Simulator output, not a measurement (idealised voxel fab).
process module | voxel transistor to metal
cross-section cut | 195 nm wide | cells 5 nm
A cross-section is a grid of square cells, given in bands from the top down. A band is one or more rows of cells.
Each band's line starts with the height of the band's top and of its bottom, in nm. Then come its materials from left to right, each with its width in nm. One material with "throughout" fills the band from edge to edge. "air" is empty space.
Height 0 is the level under which the wafer as received is all one material. The lowest band goes on downwards, as in "0 down".
A width such as "30 to 40" changes by the same amount from each row of cells to the next, from the band's top row to its bottom row.
"no change" after a step means that no cell of the cross-section changed.
closed voids: empty space of 8 cells or more with no open way to the top, each as width x height at its distance from the left edge, in nm
after a step's settings: what the simulator itself notes on the step
overlay nm, on a step with a mask: how far to the right of its planned place the mask lay; to the left if negative
plan
1 op RECEIVE | material Si
2 op OXIDIZE | depth nm 5
3 op CONFORMAL_DEP | material SiN | thk nm 10
4 op MASKED_ETCH | tone cover | mask id ACTIVE | width nm 115 | etch materials SiN | depth nm 10 | overlay nm 0
5 op MASKED_ETCH | tone cover | mask id ACTIVE | width nm 115 | etch materials SiO2 | depth nm 5 | overlay nm 0
6 op MASKED_ETCH | tone cover | mask id ACTIVE | width nm 115 | etch materials Si | depth nm 30 | overlay nm 0
7 op FILL_DEP | material SiO2 | thk nm 15
8 op CMP | height nm 10
9 op SELECTIVE_ETCH | etch materials SiO2 | depth nm 10
10 op STRIP | etch materials SiN
11 op SELECTIVE_ETCH | etch materials SiO2 | depth nm 5
12 op OXIDIZE | depth nm 5
13 op DIRECTIONAL_DEP | material polySi | thk nm 25
14 op DIRECTIONAL_DEP | material SiCN | thk nm 15
15 op PATTERN | tone cover | mask id GATE | material resist | width nm 35 | thk nm 15 | overlay nm 0
16 op DIRECTIONAL_ETCH | etch materials SiCN | depth nm 25
17 op DIRECTIONAL_ETCH | etch materials polySi | depth nm 35
18 op STRIP | etch materials resist
19 op CONFORMAL_DEP | material SiN | thk nm 10
20 op DIRECTIONAL_ETCH | etch materials SiN | depth nm 10
21 op DIRECTIONAL_ETCH | etch materials SiO2 | depth nm 5
22 op EPI | material SiGe | thk nm 5
23 op FILL_DEP | material SiO2 | thk nm 5
24 op CMP | height nm 20
25 op STRIP | etch materials polySi
26 op SELECTIVE_ETCH | etch materials SiO2 | depth nm 5
27 op CONFORMAL_DEP | material HfO2 | thk nm 5
28 op CONFORMAL_DEP | material TiN | thk nm 5
29 op FILL_DEP | material W | thk nm 10
30 op CMP | height nm 15
31 op DIRECTIONAL_DEP | material SiO2 | thk nm 10
32 op MASKED_ETCH | tone open | mask id CONTACT | width nm 15 | pitch nm 80 | etch materials SiO2 | depth nm 30 | overlay nm 0
33 op CONFORMAL_DEP | material TiN | thk nm 5
34 op FILL_DEP | material W | thk nm 10
35 op CMP | height nm 25
36 op CONFORMAL_DEP | material SiCN | thk nm 5
37 op DIRECTIONAL_DEP | material SiO2 | thk nm 15
38 op MASKED_ETCH | tone open | mask id METAL_1 | width nm 15 | pitch nm 80 | etch materials SiO2 | depth nm 15 | overlay nm 0
39 op MASKED_ETCH | tone open | mask id METAL_1 | width nm 15 | pitch nm 80 | etch materials SiCN | depth nm 5 | overlay nm 0
40 op CONFORMAL_DEP | material TiN | thk nm 5
41 op FILL_DEP | material W | thk nm 10
42 op CMP | height nm 45
43 op CONFORMAL_DEP | material SiCN | thk nm 5
44 op DIRECTIONAL_DEP | material SiO2 | thk nm 35
45 op MASKED_ETCH | tone open | mask id METAL_2 | width nm 15 | pitch nm 80 | etch materials SiO2 | depth nm 20 | overlay nm 0
46 op DIRECTIONAL_DEP | material aC | thk nm 15
47 op PATTERN | tone open | mask id METAL_2_HOLES | material resist | width nm 15 | pitch nm 80 | thk nm 30 | overlay nm 0
48 op DIRECTIONAL_ETCH | etch materials aC | depth nm 15
49 op STRIP | etch materials resist
50 op DIRECTIONAL_ETCH | etch materials SiO2 | depth nm 15
51 op DIRECTIONAL_ETCH | etch materials SiCN | depth nm 5
52 op STRIP | etch materials aC
53 op CONFORMAL_DEP | material TiN | thk nm 5
54 op FILL_DEP | material Ru | thk nm 10
55 op CMP | height nm 85
56 op CONFORMAL_DEP | material SiN | thk nm 5
first wafer, as planned
as received, after step 1
  0 down: Si throughout
  closed voids: none
after step 2
  0 to -5: SiO2 throughout
  below -5: unchanged
after step 3
  10 to 0: SiN throughout
  below 0: unchanged
after step 4
  10 to 0: air 40 | SiN 115 | air 40
  below 0: unchanged
after step 5
  10 to 0: air 40 | SiN 115 | air 40
  0 to -5: air 40 | SiO2 115 | air 40
  below -5: unchanged
after step 6
  10 to 0: air 40 | SiN 115 | air 40
  0 to -5: air 40 | SiO2 115 | air 40
  -5 to -35: air 40 | Si 115 | air 40
  below -35: unchanged
after step 7
  25 to 10: SiO2 throughout
  10 to 0: SiO2 40 | SiN 115 | SiO2 40
  0 to -5: SiO2 throughout
  -5 to -35: SiO2 40 | Si 115 | SiO2 40
  below -35: unchanged
after step 8
  10 to 0: SiO2 40 | SiN 115 | SiO2 40
  below 0: unchanged
after step 9
  10 to 0: air 40 | SiN 115 | air 40
  below 0: unchanged
after step 10
  0 to -5: SiO2 throughout
  below -5: unchanged
after step 11
  -5 to -35: SiO2 40 | Si 115 | SiO2 40
  below -35: unchanged
after step 12
  -5 to -10: SiO2 throughout
  below -10: unchanged
after step 13
  20 to -5: polySi throughout
  below -5: unchanged
after step 14
  35 to 20: SiCN throughout
  below 20: unchanged
after step 15
  50 to 35: air 80 | resist 35 | air 80
  below 35: unchanged
after step 16
  50 to 35: air 80 | resist 35 | air 80
  35 to 20: air 80 | SiCN 35 | air 80
  below 20: unchanged
after step 17
  50 to 35: air 80 | resist 35 | air 80
  35 to 20: air 80 | SiCN 35 | air 80
  20 to -5: air 80 | polySi 35 | air 80
  below -5: unchanged
after step 18
  35 to 20: air 80 | SiCN 35 | air 80
  below 20: unchanged
after step 19
  45 to 35: air 70 | SiN 55 | air 70
  35 to 20: air 70 | SiN 10 | SiCN 35 | SiN 10 | air 70
  20 to 5: air 70 | SiN 10 | polySi 35 | SiN 10 | air 70
  5 to -5: SiN 80 | polySi 35 | SiN 80
  below -5: unchanged
after step 20
  35 to 20: air 70 | SiN 10 | SiCN 35 | SiN 10 | air 70
  20 to -5: air 70 | SiN 10 | polySi 35 | SiN 10 | air 70
  below -5: unchanged
after step 21
  35 to 20: air 70 | SiN 10 | SiCN 35 | SiN 10 | air 70
  20 to -5: air 70 | SiN 10 | polySi 35 | SiN 10 | air 70
  -5 to -10: air 70 | SiO2 55 | air 70
  below -10: unchanged
after step 22
  35 to 20: air 70 | SiN 10 | SiCN 35 | SiN 10 | air 70
  20 to -5: air 70 | SiN 10 | polySi 35 | SiN 10 | air 70
  -5 to -10: air 35 | SiGe 35 | SiO2 55 | SiGe 35 | air 35
  below -10: unchanged
after step 23
  40 to 35: SiO2 throughout
  35 to 20: SiO2 70 | SiN 10 | SiCN 35 | SiN 10 | SiO2 70
  20 to -5: SiO2 70 | SiN 10 | polySi 35 | SiN 10 | SiO2 70
  -5 to -10: SiO2 35 | SiGe 35 | SiO2 55 | SiGe 35 | SiO2 35
  below -10: unchanged
after step 24
  20 to -5: SiO2 70 | SiN 10 | polySi 35 | SiN 10 | SiO2 70
  below -5: unchanged
after step 25
  20 to -5: SiO2 70 | SiN 10 | air 35 | SiN 10 | SiO2 70
  below -5: unchanged
after step 26
  20 to 15: air 70 | SiN 10 | air 35 | SiN 10 | air 70
  15 to -5: SiO2 70 | SiN 10 | air 35 | SiN 10 | SiO2 70
  -5 to -10: SiO2 35 | SiGe 35 | SiO2 5 | air 45 | SiO2 5 | SiGe 35 | SiO2 35
  below -10: unchanged
after step 27
  25 to 20: air 65 | HfO2 20 | air 25 | HfO2 20 | air 65
  20 to 15: HfO2 70 | SiN 10 | HfO2 5 | air 25 | HfO2 5 | SiN 10 | HfO2 70
  15 to -5: SiO2 70 | SiN 10 | HfO2 5 | air 25 | HfO2 5 | SiN 10 | SiO2 70
  -5 to -10: SiO2 35 | SiGe 35 | SiO2 5 | HfO2 45 | SiO2 5 | SiGe 35 | SiO2 35
  below -10: unchanged
after step 28
  30 to 25: air 60 | TiN 30 | air 15 | TiN 30 | air 60
  25 to 20: TiN 65 | HfO2 20 | TiN 5 | air 15 | TiN 5 | HfO2 20 | TiN 65
  20 to 15: HfO2 70 | SiN 10 | HfO2 5 | TiN 5 | air 15 | TiN 5 | HfO2 5 | SiN 10 | HfO2 70
  15 to 0: SiO2 70 | SiN 10 | HfO2 5 | TiN 5 | air 15 | TiN 5 | HfO2 5 | SiN 10 | SiO2 70
  0 to -5: SiO2 70 | SiN 10 | HfO2 5 | TiN 25 | HfO2 5 | SiN 10 | SiO2 70
  below -5: unchanged
after step 29
  40 to 30: W throughout
  30 to 25: W 60 | TiN 30 | W 15 | TiN 30 | W 60
  25 to 20: TiN 65 | HfO2 20 | TiN 5 | W 15 | TiN 5 | HfO2 20 | TiN 65
  20 to 15: HfO2 70 | SiN 10 | HfO2 5 | TiN 5 | W 15 | TiN 5 | HfO2 5 | SiN 10 | HfO2 70
  15 to 0: SiO2 70 | SiN 10 | HfO2 5 | TiN 5 | W 15 | TiN 5 | HfO2 5 | SiN 10 | SiO2 70
  below 0: unchanged
after step 30
  15 to 0: SiO2 70 | SiN 10 | HfO2 5 | TiN 5 | W 15 | TiN 5 | HfO2 5 | SiN 10 | SiO2 70
  below 0: unchanged
after step 31
  25 to 15: SiO2 throughout
  below 15: unchanged
after step 32
  25 to 15: SiO2 50 | air 15 | SiO2 65 | air 15 | SiO2 50
  15 to 0: SiO2 50 | air 15 | SiO2 5 | SiN 10 | HfO2 5 | TiN 5 | W 15 | TiN 5 | HfO2 5 | SiN 10 | SiO2 5 | air 15 | SiO2 50
  0 to -5: SiO2 50 | air 15 | SiO2 5 | SiN 10 | HfO2 5 | TiN 25 | HfO2 5 | SiN 10 | SiO2 5 | air 15 | SiO2 50
  below -5: unchanged
after step 33
  30 to 25: TiN 55 | air 5 | TiN 75 | air 5 | TiN 55
  25 to 15: SiO2 50 | TiN 5 | air 5 | TiN 5 | SiO2 65 | TiN 5 | air 5 | TiN 5 | SiO2 50
  15 to 0: SiO2 50 | TiN 5 | air 5 | TiN 5 | SiO2 5 | SiN 10 | HfO2 5 | TiN 5 | W 15 | TiN 5 | HfO2 5 | SiN 10 | SiO2 5 | TiN 5 | air 5 | TiN 5 | SiO2 50
  0 to -5: SiO2 50 | TiN 15 | SiO2 5 | SiN 10 | HfO2 5 | TiN 25 | HfO2 5 | SiN 10 | SiO2 5 | TiN 15 | SiO2 50
  below -5: unchanged
after step 34
  40 to 30: W throughout
  30 to 25: TiN 55 | W 5 | TiN 75 | W 5 | TiN 55
  25 to 15: SiO2 50 | TiN 5 | W 5 | TiN 5 | SiO2 65 | TiN 5 | W 5 | TiN 5 | SiO2 50
  15 to 0: SiO2 50 | TiN 5 | W 5 | TiN 5 | SiO2 5 | SiN 10 | HfO2 5 | TiN 5 | W 15 | TiN 5 | HfO2 5 | SiN 10 | SiO2 5 | TiN 5 | W 5 | TiN 5 | SiO2 50
  below 0: unchanged
after step 35
  25 to 15: SiO2 50 | TiN 5 | W 5 | TiN 5 | SiO2 65 | TiN 5 | W 5 | TiN 5 | SiO2 50
  below 15: unchanged
after step 36
  30 to 25: SiCN throughout
  below 25: unchanged
after step 37
  45 to 30: SiO2 throughout
  below 30: unchanged
after step 38
  45 to 30: SiO2 50 | air 15 | SiO2 65 | air 15 | SiO2 50
  below 30: unchanged
after step 39
  45 to 30: SiO2 50 | air 15 | SiO2 65 | air 15 | SiO2 50
  30 to 25: SiCN 50 | air 15 | SiCN 65 | air 15 | SiCN 50
  below 25: unchanged
after step 40
  50 to 45: TiN 55 | air 5 | TiN 75 | air 5 | TiN 55
  45 to 30: SiO2 50 | TiN 5 | air 5 | TiN 5 | SiO2 65 | TiN 5 | air 5 | TiN 5 | SiO2 50
  30 to 25: SiCN 50 | TiN 15 | SiCN 65 | TiN 15 | SiCN 50
  below 25: unchanged
after step 41
  60 to 50: W throughout
  50 to 45: TiN 55 | W 5 | TiN 75 | W 5 | TiN 55
  45 to 30: SiO2 50 | TiN 5 | W 5 | TiN 5 | SiO2 65 | TiN 5 | W 5 | TiN 5 | SiO2 50
  below 30: unchanged
after step 42
  45 to 30: SiO2 50 | TiN 5 | W 5 | TiN 5 | SiO2 65 | TiN 5 | W 5 | TiN 5 | SiO2 50
  below 30: unchanged
after step 43
  50 to 45: SiCN throughout
  below 45: unchanged
after step 44
  85 to 50: SiO2 throughout
  below 50: unchanged
after step 45
  85 to 65: SiO2 50 | air 15 | SiO2 65 | air 15 | SiO2 50
  below 65: unchanged
after step 46
  100 to 85: aC 50 | air 15 | aC 65 | air 15 | aC 50
  85 to 80: SiO2 50 | air 15 | SiO2 65 | air 15 | SiO2 50
  80 to 65: SiO2 50 | aC 15 | SiO2 65 | aC 15 | SiO2 50
  below 65: unchanged
after step 47
  130 to 100: resist 50 | air 15 | resist 65 | air 15 | resist 50
  below 100: unchanged
after step 48
  115 to 100: resist 50 | air 15 | resist 65 | air 15 | resist 50
  100 to 85: aC 50 | air 15 | aC 65 | air 15 | aC 50
  85 to 65: SiO2 50 | air 15 | SiO2 65 | air 15 | SiO2 50
  below 65: unchanged
after step 49
  100 to 85: aC 50 | air 15 | aC 65 | air 15 | aC 50
  below 85: unchanged
after step 50
  100 to 85: aC 50 | air 15 | aC 65 | air 15 | aC 50
  85 to 50: SiO2 50 | air 15 | SiO2 65 | air 15 | SiO2 50
  below 50: unchanged
after step 51
  100 to 85: aC 50 | air 15 | aC 65 | air 15 | aC 50
  85 to 50: SiO2 50 | air 15 | SiO2 65 | air 15 | SiO2 50
  50 to 45: SiCN 50 | air 15 | SiCN 65 | air 15 | SiCN 50
  below 45: unchanged
after step 52
  85 to 50: SiO2 50 | air 15 | SiO2 65 | air 15 | SiO2 50
  below 50: unchanged
after step 53
  90 to 85: TiN 55 | air 5 | TiN 75 | air 5 | TiN 55
  85 to 50: SiO2 50 | TiN 5 | air 5 | TiN 5 | SiO2 65 | TiN 5 | air 5 | TiN 5 | SiO2 50
  50 to 45: SiCN 50 | TiN 15 | SiCN 65 | TiN 15 | SiCN 50
  below 45: unchanged
after step 54
  100 to 90: Ru throughout
  90 to 85: TiN 55 | Ru 5 | TiN 75 | Ru 5 | TiN 55
  85 to 50: SiO2 50 | TiN 5 | Ru 5 | TiN 5 | SiO2 65 | TiN 5 | Ru 5 | TiN 5 | SiO2 50
  below 50: unchanged
after step 55
  85 to 50: SiO2 50 | TiN 5 | Ru 5 | TiN 5 | SiO2 65 | TiN 5 | Ru 5 | TiN 5 | SiO2 50
  below 50: unchanged
after step 56
  90 to 85: SiN throughout
  below 85: unchanged
second wafer: like start, like plan, one mistake. Through step 38 it matches the first wafer
when step 39 should have ended
  45 to 30: SiO2 50 | air 15 | SiO2 65 | air 15 | SiO2 50
  30 to 25: SiCN 55 | air 10 | SiCN 70 | air 10 | SiCN 50
  below 25: unchanged
when step 40 should have ended
  50 to 45: TiN 55 | air 5 | TiN 75 | air 5 | TiN 55
  45 to 35: SiO2 50 | TiN 5 | air 5 | TiN 5 | SiO2 65 | TiN 5 | air 5 | TiN 5 | SiO2 50
  35 to 30: SiO2 50 | TiN 15 | SiO2 65 | TiN 15 | SiO2 50
  30 to 25: SiCN 55 | TiN 10 | SiCN 70 | TiN 10 | SiCN 50
  below 25: unchanged
when step 41 should have ended
  60 to 50: W throughout
  50 to 45: TiN 55 | W 5 | TiN 75 | W 5 | TiN 55
  45 to 35: SiO2 50 | TiN 5 | W 5 | TiN 5 | SiO2 65 | TiN 5 | W 5 | TiN 5 | SiO2 50
  below 35: unchanged
when step 42 should have ended
  45 to 35: SiO2 50 | TiN 5 | W 5 | TiN 5 | SiO2 65 | TiN 5 | W 5 | TiN 5 | SiO2 50
  below 35: unchanged
when step 43 should have ended
  50 to 45: SiCN throughout
  below 45: unchanged
when step 44 should have ended
  85 to 50: SiO2 throughout
  below 50: unchanged
when step 45 should have ended
  85 to 65: SiO2 50 | air 15 | SiO2 65 | air 15 | SiO2 50
  below 65: unchanged
when step 46 should have ended
  100 to 85: aC 50 | air 15 | aC 65 | air 15 | aC 50
  85 to 80: SiO2 50 | air 15 | SiO2 65 | air 15 | SiO2 50
  80 to 65: SiO2 50 | aC 15 | SiO2 65 | aC 15 | SiO2 50
  below 65: unchanged
when step 47 should have ended
  130 to 100: resist 50 | air 15 | resist 65 | air 15 | resist 50
  below 100: unchanged
when step 48 should have ended
  115 to 100: resist 50 | air 15 | resist 65 | air 15 | resist 50
  100 to 85: aC 50 | air 15 | aC 65 | air 15 | aC 50
  85 to 65: SiO2 50 | air 15 | SiO2 65 | air 15 | SiO2 50
  below 65: unchanged
when step 49 should have ended
  100 to 85: aC 50 | air 15 | aC 65 | air 15 | aC 50
  below 85: unchanged
when step 50 should have ended
  100 to 85: aC 50 | air 15 | aC 65 | air 15 | aC 50
  85 to 50: SiO2 50 | air 15 | SiO2 65 | air 15 | SiO2 50
  below 50: unchanged
when step 51 should have ended
  100 to 85: aC 50 | air 15 | aC 65 | air 15 | aC 50
  85 to 50: SiO2 50 | air 15 | SiO2 65 | air 15 | SiO2 50
  50 to 45: SiCN 50 | air 15 | SiCN 65 | air 15 | SiCN 50
  below 45: unchanged
when step 52 should have ended
  85 to 50: SiO2 50 | air 15 | SiO2 65 | air 15 | SiO2 50
  below 50: unchanged
when step 53 should have ended
  90 to 85: TiN 55 | air 5 | TiN 75 | air 5 | TiN 55
  85 to 50: SiO2 50 | TiN 5 | air 5 | TiN 5 | SiO2 65 | TiN 5 | air 5 | TiN 5 | SiO2 50
  50 to 45: SiCN 50 | TiN 15 | SiCN 65 | TiN 15 | SiCN 50
  below 45: unchanged
when step 54 should have ended
  100 to 90: Ru throughout
  90 to 85: TiN 55 | Ru 5 | TiN 75 | Ru 5 | TiN 55
  85 to 50: SiO2 50 | TiN 5 | Ru 5 | TiN 5 | SiO2 65 | TiN 5 | Ru 5 | TiN 5 | SiO2 50
  below 50: unchanged
when step 55 should have ended
  85 to 50: SiO2 50 | TiN 5 | Ru 5 | TiN 5 | SiO2 65 | TiN 5 | Ru 5 | TiN 5 | SiO2 50
  below 50: unchanged
when step 56 should have ended
  90 to 85: SiN throughout
  below 85: unchanged
what went wrong: step 39 ran as: op MASKED_ETCH | tone open | mask id METAL_1 | width nm 15 | pitch nm 80 | etch materials SiCN | depth nm 5 | overlay nm 5
at the end the second wafer has, in cells: 2 more of SiCN | 2 fewer of W
